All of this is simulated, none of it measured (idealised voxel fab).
Documented hereafter: the process module known as voxel gate over fins.
We display cut, a cross-section 215 nm in width whose square cells are each 5 nm.
Bands, listed from the top down, are how a cross-section gets written in this document; the cross-section itself is a grid of square cells, and a band is one or more rows of them. Each band's line starts with the height of the band's top and of its bottom, in nm. Then come its materials from left to right, each with its width in nm. One material with "everywhere" fills the band from edge to edge. "air" is empty space. Counting heights begins at 0, where everything beneath is, in the wafer as received, one material. The lowest band has no bottom; it goes on downwards, as "0 down" shows. Width: "30->40" (first number = top row, second number = bottom row, same change from row to row of cells). The cross-section has no changed cell in any step marked "same as before". "Fully sealed voids" - sealed voids, min. 8 cells, no opening to top; format: width x height at distance (distance from left edge; nm throughout). It should be noted that, on the line of a given step, the content following the step's settings is a remark produced by the simulator itself with respect to that step. Steps that use a mask can have "overlay nm" on their line. It says how far the mask sat to the right of where it was meant to be. Negative means to the left.

Steps in the process plan
1,RECEIVE,material Si
2,CONFORMAL_DEP,material SiN,thk nm 5
3,PATTERN,tone cover,mask id FINS,material resist,width nm 15,pitch nm 50,thk nm 20,overlay nm 0
4,DIRECTIONAL_ETCH,etch materials SiN,depth nm 5
5,DIRECTIONAL_ETCH,etch materials Si,depth nm 40
6,STRIP,etch materials resist
7,FILL_DEP,material SiO2,thk nm 5
8,CMP,height nm 5
9,PATTERN,tone open,mask id RAIL,material resist,width nm 15,thk nm 20,overlay nm 0
10,DIRECTIONAL_ETCH,etch materials SiO2,depth nm 40
11,STRIP,etch materials resist
12,CONFORMAL_DEP,material TiN,thk nm 5
13,FILL_DEP,material Ru,thk nm 10
14,CMP,height nm 5
15,SELECTIVE_ETCH,etch materials W Ru TiN,depth nm 25
16,FILL_DEP,material SiO2,thk nm 5
17,CMP,height nm 5
18,SELECTIVE_ETCH,etch materials SiO2,depth nm 15
19,STRIP,etch materials SiN
20,CONFORMAL_DEP,material HfO2,thk nm 5
21,CONFORMAL_DEP,material TiN,thk nm 5
22,CONFORMAL_DEP,material TiAl,thk nm 5
23,CONFORMAL_DEP,material TiN,thk nm 5
24,FILL_DEP,material W,thk nm 10
25,CMP,height nm 25
26,CONFORMAL_DEP,material SiN,thk nm 5

Run as planned: first of two wafers

Wafer as received: cross-section following step 1
* 0 down | Si everywhere
* Fully sealed voids: none

Presented here is a cross-section of the wafer after step 2 has been performed
* 5 to 0 | SiN everywhere
* All layers under 0 are left as they were.

Presented here is a cross-section of the wafer after step 3 has been performed
* 25 to 5 | air (25); resist (15); air (35); resist (15); air (35); resist (15); air (35); resist (15); air (25)
* All layers under 5 are left as they were.

Presented here is a cross-section of the wafer after step 4 has been performed
* 25 to 5 | air (25); resist (15); air (35); resist (15); air (35); resist (15); air (35); resist (15); air (25)
* 5 to 0 | air (25); SiN (15); air (35); SiN (15); air (35); SiN (15); air (35); SiN (15); air (25)
* All layers under 0 are left as they were.

Presented here is a cross-section of the wafer after step 5 has been performed
* 25 to 5 | air (25); resist (15); air (35); resist (15); air (35); resist (15); air (35); resist (15); air (25)
* 5 to 0 | air (25); SiN (15); air (35); SiN (15); air (35); SiN (15); air (35); SiN (15); air (25)
* 0 to -40 | air (25); Si (15); air (35); Si (15); air (35); Si (15); air (35); Si (15); air (25)
* All layers under -40 are left as they were.

Presented here is a cross-section of the wafer after step 6 has been performed
* 5 to 0 | air (25); SiN (15); air (35); SiN (15); air (35); SiN (15); air (35); SiN (15); air (25)
* All layers under 0 are left as they were.

Presented here is a cross-section of the wafer after step 7 has been performed
* 10 to 5 | SiO2 everywhere
* 5 to 0 | SiO2 (25); SiN (15); SiO2 (35); SiN (15); SiO2 (35); SiN (15); SiO2 (35); SiN (15); SiO2 (25)
* 0 to -40 | SiO2 (25); Si (15); SiO2 (35); Si (15); SiO2 (35); Si (15); SiO2 (35); Si (15); SiO2 (25)
* All layers under -40 are left as they were.

Presented here is a cross-section of the wafer after step 8 has been performed
* 5 to 0 | SiO2 (25); SiN (15); SiO2 (35); SiN (15); SiO2 (35); SiN (15); SiO2 (35); SiN (15); SiO2 (25)
* All layers under 0 are left as they were.

Presented here is a cross-section of the wafer after step 9 has been performed
* 25 to 5 | resist (50); air (15); resist (150)
* All layers under 5 are left as they were.

Presented here is a cross-section of the wafer after step 10 has been performed
* 25 to 5 | resist (50); air (15); resist (150)
* 5 to 0 | SiO2 (25); SiN (15); SiO2 (10); air (15); SiO2 (10); SiN (15); SiO2 (35); SiN (15); SiO2 (35); SiN (15); SiO2 (25)
* 0 to -35 | SiO2 (25); Si (15); SiO2 (10); air (15); SiO2 (10); Si (15); SiO2 (35); Si (15); SiO2 (35); Si (15); SiO2 (25)
* All layers under -35 are left as they were.

Presented here is a cross-section of the wafer after step 11 has been performed
* 5 to 0 | SiO2 (25); SiN (15); SiO2 (10); air (15); SiO2 (10); SiN (15); SiO2 (35); SiN (15); SiO2 (35); SiN (15); SiO2 (25)
* All layers under 0 are left as they were.

Presented here is a cross-section of the wafer after step 12 has been performed
* 10 to 5 | TiN (55); air (5); TiN (155)
* 5 to 0 | SiO2 (25); SiN (15); SiO2 (10); TiN (5); air (5); TiN (5); SiO2 (10); SiN (15); SiO2 (35); SiN (15); SiO2 (35); SiN (15); SiO2 (25)
* 0 to -30 | SiO2 (25); Si (15); SiO2 (10); TiN (5); air (5); TiN (5); SiO2 (10); Si (15); SiO2 (35); Si (15); SiO2 (35); Si (15); SiO2 (25)
* -30 to -35 | SiO2 (25); Si (15); SiO2 (10); TiN (15); SiO2 (10); Si (15); SiO2 (35); Si (15); SiO2 (35); Si (15); SiO2 (25)
* All layers under -35 are left as they were.

Presented here is a cross-section of the wafer after step 13 has been performed
* 20 to 10 | Ru everywhere
* 10 to 5 | TiN (55); Ru (5); TiN (155)
* 5 to 0 | SiO2 (25); SiN (15); SiO2 (10); TiN (5); Ru (5); TiN (5); SiO2 (10); SiN (15); SiO2 (35); SiN (15); SiO2 (35); SiN (15); SiO2 (25)
* 0 to -30 | SiO2 (25); Si (15); SiO2 (10); TiN (5); Ru (5); TiN (5); SiO2 (10); Si (15); SiO2 (35); Si (15); SiO2 (35); Si (15); SiO2 (25)
* All layers under -30 are left as they were.

Presented here is a cross-section of the wafer after step 14 has been performed
* 5 to 0 | SiO2 (25); SiN (15); SiO2 (10); TiN (5); Ru (5); TiN (5); SiO2 (10); SiN (15); SiO2 (35); SiN (15); SiO2 (35); SiN (15); SiO2 (25)
* All layers under 0 are left as they were.

Presented here is a cross-section of the wafer after step 15 has been performed
* 5 to 0 | SiO2 (25); SiN (15); SiO2 (10); air (15); SiO2 (10); SiN (15); SiO2 (35); SiN (15); SiO2 (35); SiN (15); SiO2 (25)
* 0 to -20 | SiO2 (25); Si (15); SiO2 (10); air (15); SiO2 (10); Si (15); SiO2 (35); Si (15); SiO2 (35); Si (15); SiO2 (25)
* All layers under -20 are left as they were.

Presented here is a cross-section of the wafer after step 16 has been performed
* 10 to 5 | SiO2 everywhere
* 5 to 0 | SiO2 (25); SiN (15); SiO2 (35); SiN (15); SiO2 (35); SiN (15); SiO2 (35); SiN (15); SiO2 (25)
* 0 to -20 | SiO2 (25); Si (15); SiO2 (35); Si (15); SiO2 (35); Si (15); SiO2 (35); Si (15); SiO2 (25)
* All layers under -20 are left as they were.

Presented here is a cross-section of the wafer after step 17 has been performed
* 5 to 0 | SiO2 (25); SiN (15); SiO2 (35); SiN (15); SiO2 (35); SiN (15); SiO2 (35); SiN (15); SiO2 (25)
* All layers under 0 are left as they were.

Presented here is a cross-section of the wafer after step 18 has been performed
* 5 to 0 | air (25); SiN (15); air (35); SiN (15); air (35); SiN (15); air (35); SiN (15); air (25)
* 0 to -10 | air (25); Si (15); air (35); Si (15); air (35); Si (15); air (35); Si (15); air (25)
* All layers under -10 are left as they were.

Presented here is a cross-section of the wafer after step 19 has been performed
* 0 to -10 | air (25); Si (15); air (35); Si (15); air (35); Si (15); air (35); Si (15); air (25)
* All layers under -10 are left as they were.

Presented here is a cross-section of the wafer after step 20 has been performed
* 5 to 0 | air (20); HfO2 (25); air (25); HfO2 (25); air (25); HfO2 (25); air (25); HfO2 (25); air (20)
* 0 to -5 | air (20); HfO2 (5); Si (15); HfO2 (5); air (25); HfO2 (5); Si (15); HfO2 (5); air (25); HfO2 (5); Si (15); HfO2 (5); air (25); HfO2 (5); Si (15); HfO2 (5); air (20)
* -5 to -10 | HfO2 (25); Si (15); HfO2 (35); Si (15); HfO2 (35); Si (15); HfO2 (35); Si (15); HfO2 (25)
* All layers under -10 are left as they were.

Presented here is a cross-section of the wafer after step 21 has been performed
* 10 to 5 | air (15); TiN (35); air (15); TiN (35); air (15); TiN (35); air (15); TiN (35); air (15)
* 5 to 0 | air (15); TiN (5); HfO2 (25); TiN (5); air (15); TiN (5); HfO2 (25); TiN (5); air (15); TiN (5); HfO2 (25); TiN (5); air (15); TiN (5); HfO2 (25); TiN (5); air (15)
* 0 to -5 | TiN (20); HfO2 (5); Si (15); HfO2 (5); TiN (25); HfO2 (5); Si (15); HfO2 (5); TiN (25); HfO2 (5); Si (15); HfO2 (5); TiN (25); HfO2 (5); Si (15); HfO2 (5); TiN (20)
* All layers under -5 are left as they were.

Presented here is a cross-section of the wafer after step 22 has been performed
* 15 to 10 | air (10); TiAl (45); air (5); TiAl (45); air (5); TiAl (45); air (5); TiAl (45); air (10)
* 10 to 5 | air (10); TiAl (5); TiN (35); TiAl (5); air (5); TiAl (5); TiN (35); TiAl (5); air (5); TiAl (5); TiN (35); TiAl (5); air (5); TiAl (5); TiN (35); TiAl (5); air (10)
* 5 to 0 | TiAl (15); TiN (5); HfO2 (25); TiN (5); TiAl (15); TiN (5); HfO2 (25); TiN (5); TiAl (15); TiN (5); HfO2 (25); TiN (5); TiAl (15); TiN (5); HfO2 (25); TiN (5); TiAl (15)
* All layers under 0 are left as they were.

Presented here is a cross-section of the wafer after step 23 has been performed
* 20 to 15 | air (5); TiN (205); air (5)
* 15 to 10 | air (5); TiN (5); TiAl (45); TiN (5); TiAl (45); TiN (5); TiAl (45); TiN (5); TiAl (45); TiN (5); air (5)
* 10 to 5 | TiN (10); TiAl (5); TiN (35); TiAl (5); TiN (5); TiAl (5); TiN (35); TiAl (5); TiN (5); TiAl (5); TiN (35); TiAl (5); TiN (5); TiAl (5); TiN (35); TiAl (5); TiN (10)
* All layers under 5 are left as they were.

Presented here is a cross-section of the wafer after step 24 has been performed
* 30 to 20 | W everywhere
* 20 to 15 | W (5); TiN (205); W (5)
* 15 to 10 | W (5); TiN (5); TiAl (45); TiN (5); TiAl (45); TiN (5); TiAl (45); TiN (5); TiAl (45); TiN (5); W (5)
* All layers under 10 are left as they were.

Presented here is a cross-section of the wafer after step 25 has been performed
* 25 to 20 | W everywhere
* All layers under 20 are left as they were.

Presented here is a cross-section of the wafer after step 26 has been performed
* 30 to 25 | SiN everywhere
* All layers under 25 are left as they were.

Second wafer, same starting state and plan as the first, one mistake in the run, identical through step 17

Second wafer, cut view, end of step 18 per plan
* 5 to 0 | air (25); SiN (15); air (35); SiN (15); air (35); SiN (15); air (35); SiN (15); air (25)
* 0 to -20 | air (25); Si (15); air (35); Si (15); air (35); Si (15); air (35); Si (15); air (25)
* -20 to -25 | air (25); Si (15); air (10); TiN (5); Ru (5); TiN (5); air (10); Si (15); air (35); Si (15); air (35); Si (15); air (25)
* All layers under -25 are left as they were.

Second wafer, cut view, end of step 19 per plan
* 0 to -20 | air (25); Si (15); air (35); Si (15); air (35); Si (15); air (35); Si (15); air (25)
* All layers under -20 are left as they were.

Second wafer, cut view, end of step 20 per plan
* 5 to 0 | air (20); HfO2 (25); air (25); HfO2 (25); air (25); HfO2 (25); air (25); HfO2 (25); air (20)
* 0 to -15 | air (20); HfO2 (5); Si (15); HfO2 (5); air (25); HfO2 (5); Si (15); HfO2 (5); air (25); HfO2 (5); Si (15); HfO2 (5); air (25); HfO2 (5); Si (15); HfO2 (5); air (20)
* -15 to -20 | air (20); HfO2 (5); Si (15); HfO2 (35); Si (15); HfO2 (5); air (25); HfO2 (5); Si (15); HfO2 (5); air (25); HfO2 (5); Si (15); HfO2 (5); air (20)
* -20 to -25 | HfO2 (25); Si (15); HfO2 (10); TiN (5); Ru (5); TiN (5); HfO2 (10); Si (15); HfO2 (35); Si (15); HfO2 (35); Si (15); HfO2 (25)
* All layers under -25 are left as they were.

Second wafer, cut view, end of step 21 per plan
* 10 to 5 | air (15); TiN (35); air (15); TiN (35); air (15); TiN (35); air (15); TiN (35); air (15)
* 5 to 0 | air (15); TiN (5); HfO2 (25); TiN (5); air (15); TiN (5); HfO2 (25); TiN (5); air (15); TiN (5); HfO2 (25); TiN (5); air (15); TiN (5); HfO2 (25); TiN (5); air (15)
* 0 to -10 | air (15); TiN (5); HfO2 (5); Si (15); HfO2 (5); TiN (5); air (15); TiN (5); HfO2 (5); Si (15); HfO2 (5); TiN (5); air (15); TiN (5); HfO2 (5); Si (15); HfO2 (5); TiN (5); air (15); TiN (5); HfO2 (5); Si (15); HfO2 (5); TiN (5); air (15)
* -10 to -15 | air (15); TiN (5); HfO2 (5); Si (15); HfO2 (5); TiN (25); HfO2 (5); Si (15); HfO2 (5); TiN (5); air (15); TiN (5); HfO2 (5); Si (15); HfO2 (5); TiN (5); air (15); TiN (5); HfO2 (5); Si (15); HfO2 (5); TiN (5); air (15)
* -15 to -20 | TiN (20); HfO2 (5); Si (15); HfO2 (35); Si (15); HfO2 (5); TiN (25); HfO2 (5); Si (15); HfO2 (5); TiN (25); HfO2 (5); Si (15); HfO2 (5); TiN (20)
* All layers under -20 are left as they were.

Second wafer, cut view, end of step 22 per plan
* 15 to 10 | air (10); TiAl (45); air (5); TiAl (45); air (5); TiAl (45); air (5); TiAl (45); air (10)
* 10 to 5 | air (10); TiAl (5); TiN (35); TiAl (5); air (5); TiAl (5); TiN (35); TiAl (5); air (5); TiAl (5); TiN (35); TiAl (5); air (5); TiAl (5); TiN (35); TiAl (5); air (10)
* 5 to 0 | air (10); TiAl (5); TiN (5); HfO2 (25); TiN (5); TiAl (5); air (5); TiAl (5); TiN (5); HfO2 (25); TiN (5); TiAl (5); air (5); TiAl (5); TiN (5); HfO2 (25); TiN (5); TiAl (5); air (5); TiAl (5); TiN (5); HfO2 (25); TiN (5); TiAl (5); air (10)
* 0 to -5 | air (10); TiAl (5); TiN (5); HfO2 (5); Si (15); HfO2 (5); TiN (5); TiAl (5); air (5); TiAl (5); TiN (5); HfO2 (5); Si (15); HfO2 (5); TiN (5); TiAl (5); air (5); TiAl (5); TiN (5); HfO2 (5); Si (15); HfO2 (5); TiN (5); TiAl (5); air (5); TiAl (5); TiN (5); HfO2 (5); Si (15); HfO2 (5); TiN (5); TiAl (5); air (10)
* -5 to -10 | air (10); TiAl (5); TiN (5); HfO2 (5); Si (15); HfO2 (5); TiN (5); TiAl (15); TiN (5); HfO2 (5); Si (15); HfO2 (5); TiN (5); TiAl (5); air (5); TiAl (5); TiN (5); HfO2 (5); Si (15); HfO2 (5); TiN (5); TiAl (5); air (5); TiAl (5); TiN (5); HfO2 (5); Si (15); HfO2 (5); TiN (5); TiAl (5); air (10)
* -10 to -15 | TiAl (15); TiN (5); HfO2 (5); Si (15); HfO2 (5); TiN (25); HfO2 (5); Si (15); HfO2 (5); TiN (5); TiAl (15); TiN (5); HfO2 (5); Si (15); HfO2 (5); TiN (5); TiAl (15); TiN (5); HfO2 (5); Si (15); HfO2 (5); TiN (5); TiAl (15)
* All layers under -15 are left as they were.

Second wafer, cut view, end of step 23 per plan
* 20 to 15 | air (5); TiN (205); air (5)
* 15 to 10 | air (5); TiN (5); TiAl (45); TiN (5); TiAl (45); TiN (5); TiAl (45); TiN (5); TiAl (45); TiN (5); air (5)
* 10 to 5 | air (5); TiN (5); TiAl (5); TiN (35); TiAl (5); TiN (5); TiAl (5); TiN (35); TiAl (5); TiN (5); TiAl (5); TiN (35); TiAl (5); TiN (5); TiAl (5); TiN (35); TiAl (5); TiN (5); air (5)
* 5 to 0 | air (5); TiN (5); TiAl (5); TiN (5); HfO2 (25); TiN (5); TiAl (5); TiN (5); TiAl (5); TiN (5); HfO2 (25); TiN (5); TiAl (5); TiN (5); TiAl (5); TiN (5); HfO2 (25); TiN (5); TiAl (5); TiN (5); TiAl (5); TiN (5); HfO2 (25); TiN (5); TiAl (5); TiN (5); air (5)
* 0 to -5 | air (5); TiN (5); TiAl (5); TiN (5); HfO2 (5); Si (15); HfO2 (5); TiN (5); TiAl (5); TiN (5); TiAl (5); TiN (5); HfO2 (5); Si (15); HfO2 (5); TiN (5); TiAl (5); TiN (5); TiAl (5); TiN (5); HfO2 (5); Si (15); HfO2 (5); TiN (5); TiAl (5); TiN (5); TiAl (5); TiN (5); HfO2 (5); Si (15); HfO2 (5); TiN (5); TiAl (5); TiN (5); air (5)
* -5 to -10 | TiN (10); TiAl (5); TiN (5); HfO2 (5); Si (15); HfO2 (5); TiN (5); TiAl (15); TiN (5); HfO2 (5); Si (15); HfO2 (5); TiN (5); TiAl (5); TiN (5); TiAl (5); TiN (5); HfO2 (5); Si (15); HfO2 (5); TiN (5); TiAl (5); TiN (5); TiAl (5); TiN (5); HfO2 (5); Si (15); HfO2 (5); TiN (5); TiAl (5); TiN (10)
* All layers under -10 are left as they were.

Second wafer, cut view, end of step 24 per plan
* 30 to 20 | W everywhere
* 20 to 15 | W (5); TiN (205); W (5)
* 15 to 10 | W (5); TiN (5); TiAl (45); TiN (5); TiAl (45); TiN (5); TiAl (45); TiN (5); TiAl (45); TiN (5); W (5)
* 10 to 5 | W (5); TiN (5); TiAl (5); TiN (35); TiAl (5); TiN (5); TiAl (5); TiN (35); TiAl (5); TiN (5); TiAl (5); TiN (35); TiAl (5); TiN (5); TiAl (5); TiN (35); TiAl (5); TiN (5); W (5)
* 5 to 0 | W (5); TiN (5); TiAl (5); TiN (5); HfO2 (25); TiN (5); TiAl (5); TiN (5); TiAl (5); TiN (5); HfO2 (25); TiN (5); TiAl (5); TiN (5); TiAl (5); TiN (5); HfO2 (25); TiN (5); TiAl (5); TiN (5); TiAl (5); TiN (5); HfO2 (25); TiN (5); TiAl (5); TiN (5); W (5)
* 0 to -5 | W (5); TiN (5); TiAl (5); TiN (5); HfO2 (5); Si (15); HfO2 (5); TiN (5); TiAl (5); TiN (5); TiAl (5); TiN (5); HfO2 (5); Si (15); HfO2 (5); TiN (5); TiAl (5); TiN (5); TiAl (5); TiN (5); HfO2 (5); Si (15); HfO2 (5); TiN (5); TiAl (5); TiN (5); TiAl (5); TiN (5); HfO2 (5); Si (15); HfO2 (5); TiN (5); TiAl (5); TiN (5); W (5)
* All layers under -5 are left as they were.

Second wafer, cut view, end of step 25 per plan
* 25 to 20 | W everywhere
* All layers under 20 are left as they were.

Second wafer, cut view, end of step 26 per plan
* 30 to 25 | SiN everywhere
* All layers under 25 are left as they were.
Nonconformance to the process plan: plan step 18 ran twice
Once processing is complete, comparing cell counts shows that the second wafer has more or fewer of certain materials than the first: 26 more of HfO2; 90 fewer of SiO2; 22 more of TiAl; 36 more of TiN; 6 more of W
